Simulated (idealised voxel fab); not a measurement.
process module | voxel self aligned contacts
cross-section cut | 290 nm wide | cells 5 nm
A cross-section is a grid of square cells, given in bands from the top down. A band is one or more rows of cells.
Each band's line starts with the height of the band's top and of its bottom, in nm. Then come its materials from left to right, each with its width in nm. One material with "throughout" fills the band from edge to edge. "air" is empty space.
Height 0 is the level under which the wafer as received is all one material. The lowest band goes on downwards, as in "0 down".
A width such as "30 to 40" changes by the same amount from each row of cells to the next, from the band's top row to its bottom row.
"no change" after a step means that no cell of the cross-section changed.
closed voids: empty space of 8 cells or more with no open way to the top, each as width x height at its distance from the left edge, in nm
after a step's settings: what the simulator itself notes on the step
overlay nm, on a step with a mask: how far to the right of its planned place the mask lay; to the left if negative
plan
1 op RECEIVE | material Si
2 op CONFORMAL_DEP | material SiO2 | thk nm 5
3 op DIRECTIONAL_DEP | material polySi | thk nm 20
4 op DIRECTIONAL_DEP | material SiN | thk nm 25
5 op DIRECTIONAL_DEP | material aC | thk nm 15
6 op PATTERN | tone cover | mask id GATE | material resist | width nm 30 | pitch nm 65 | thk nm 35 | overlay nm 0
7 op DIRECTIONAL_ETCH | etch materials aC | depth nm 15
8 op STRIP | etch materials resist
9 op DIRECTIONAL_ETCH | etch materials SiN | depth nm 25
10 op DIRECTIONAL_ETCH | etch materials polySi | depth nm 20
11 op STRIP | etch materials aC
12 op CONFORMAL_DEP | material SiN | thk nm 10
13 op DIRECTIONAL_ETCH | etch materials SiN | depth nm 10
14 op FILL_DEP | material SiO2 | thk nm 15
15 op CMP | height nm 60
16 op DIRECTIONAL_DEP | material aC | thk nm 10
17 op PATTERN | tone open | mask id CONTACT | material resist | width nm 45 | pitch nm 65 | thk nm 25 | overlay nm 0
18 op DIRECTIONAL_ETCH | etch materials aC | depth nm 10
19 op STRIP | etch materials resist
20 op DIRECTIONAL_ETCH | etch materials SiO2 | depth nm 60
21 op STRIP | etch materials aC
22 op CONFORMAL_DEP | material TiN | thk nm 5
23 op FILL_DEP | material Ru | thk nm 10
24 op CMP | height nm 60
25 op CONFORMAL_DEP | material SiN | thk nm 5
as received, after step 1
  0 down: Si throughout
  closed voids: none
a wafer at the end: this start, this plan, one mistake
  65 to 60: SiN throughout
  60 to 50: SiO2 90 | TiN 5 to 20 | Ru 35 to 5 | TiN 5 to 20 | SiO2 20 | TiN 5 to 20 | Ru 35 to 5 | TiN 5 to 20 | SiO2 90
  50 to 25: SiO2 55 | SiN 50 | TiN 5 | Ru 5 | TiN 5 | SiN 50 | TiN 5 | Ru 5 | TiN 5 | SiN 50 | SiO2 55
  25 to 20: SiO2 55 | SiN 10 | polySi 30 | SiN 10 | TiN 5 | Ru 5 | TiN 5 | SiN 10 | polySi 30 | SiN 10 | TiN 5 | Ru 5 | TiN 5 | SiN 10 | polySi 30 | SiN 10 | SiO2 55
  20 to 15: SiO2 55 | SiN 10 | polySi 30 | SiN 10 | TiN 15 | SiN 10 | polySi 30 | SiN 10 | TiN 15 | SiN 10 | polySi 30 | SiN 10 | SiO2 55
  15 to 5: SiN 65 | polySi 30 | SiN 35 | polySi 30 | SiN 35 | polySi 30 | SiN 65
  5 to 0: SiO2 throughout
  0 down: Si throughout
  closed voids: none
what went wrong: steps 12 and 13 were swapped
